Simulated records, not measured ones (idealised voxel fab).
This is a process module. Its name is voxel ribs on slabs.
The cross-section on display is named cut; it measures 155 nm wide, and its cells are 5 nm squares.
If you're reading a cross-section in this doc, picture square cells in a grid; it comes to you as bands, top ones listed first down to the bottom, and a band can be one or more rows of cells. First you get the band's top height and its bottom height, in nm, and then the materials it's made of, left to right, with each width in nm. If you see a single material with "all across", that one covers the band edge to edge. "blank" is empty space. Zero point of the height axis is 0; under it, received wafer = one material. Lowest band: continues down indefinitely, "from 0 down". Graded width ("30->40"): value in top row of band = first number; value in bottom row = second number; row-to-row change constant. Where the words "no modifications" appear for a step, the cross-section shows no cell changed by that step; every cell remained as before. The label "Trapped cavities" introduces a list of the empty spaces, 8 cells or larger, that have no open way up to the top; each entry in it reads width x height at distance, where the distance is taken from the left edge and all three are stated in nm. Text after the settings on a step's line: the simulator's own remark on that step. You can add "overlay nm" to a step's line. For a step with a mask, it describes how far the mask lay to the right of its planned position, and a negative number describes a lay to the left.

Set out below are the planned steps of the process
1 RECEIVE [material Si]
2 DIRECTIONAL_DEP [material SiO2] [thk nm 30]
3 DIRECTIONAL_DEP [material SiN] [thk nm 20]
4 MASKED_ETCH [tone cover] [mask id RIB] [width nm 20] [etch materials SiN] [depth nm 15] [overlay nm 0]
5 MASKED_ETCH [tone cover] [mask id SLAB] [width nm 50] [etch materials SiN] [depth nm 5] [overlay nm 0]
6 FILL_DEP [material SiO2] [thk nm 25]
7 CMP [height nm 65]
8 DIRECTIONAL_DEP [material TiN] [thk nm 10]
9 PATTERN [tone cover] [mask id HEATER] [material resist] [width nm 30] [thk nm 20] [overlay nm 0]
10 DIRECTIONAL_ETCH [etch materials TiN] [depth nm 10]
11 STRIP [etch materials resist]
12 CONFORMAL_DEP [material SiO2] [thk nm 10]

Cross-section: wafer on arrival = after step 1
	from 0 down: Si all across
	Trapped cavities: none

Same starting wafer, same plan as above, one mistake in the execution; this is the cross-section at the end of the module
	from 85 to 75: blank 50; SiO2 50; blank 55
	from 75 to 65: SiO2 60; TiN 30; SiO2 65
	from 65 to 50: SiO2 all across
	from 50 to 35: SiO2 55; SiN 20; SiO2 80
	from 35 to 30: SiO2 50; SiN 50; SiO2 55
	from 30 to 0: SiO2 all across
	from 0 down: Si all across
	Trapped cavities: none
The mistake made against the process plan was this: for step 4, the planned setting was not used; the step was instead run as MASKED_ETCH [tone cover] [mask id RIB] [width nm 20] [etch materials SiN] [depth nm 15] [overlay nm -10]
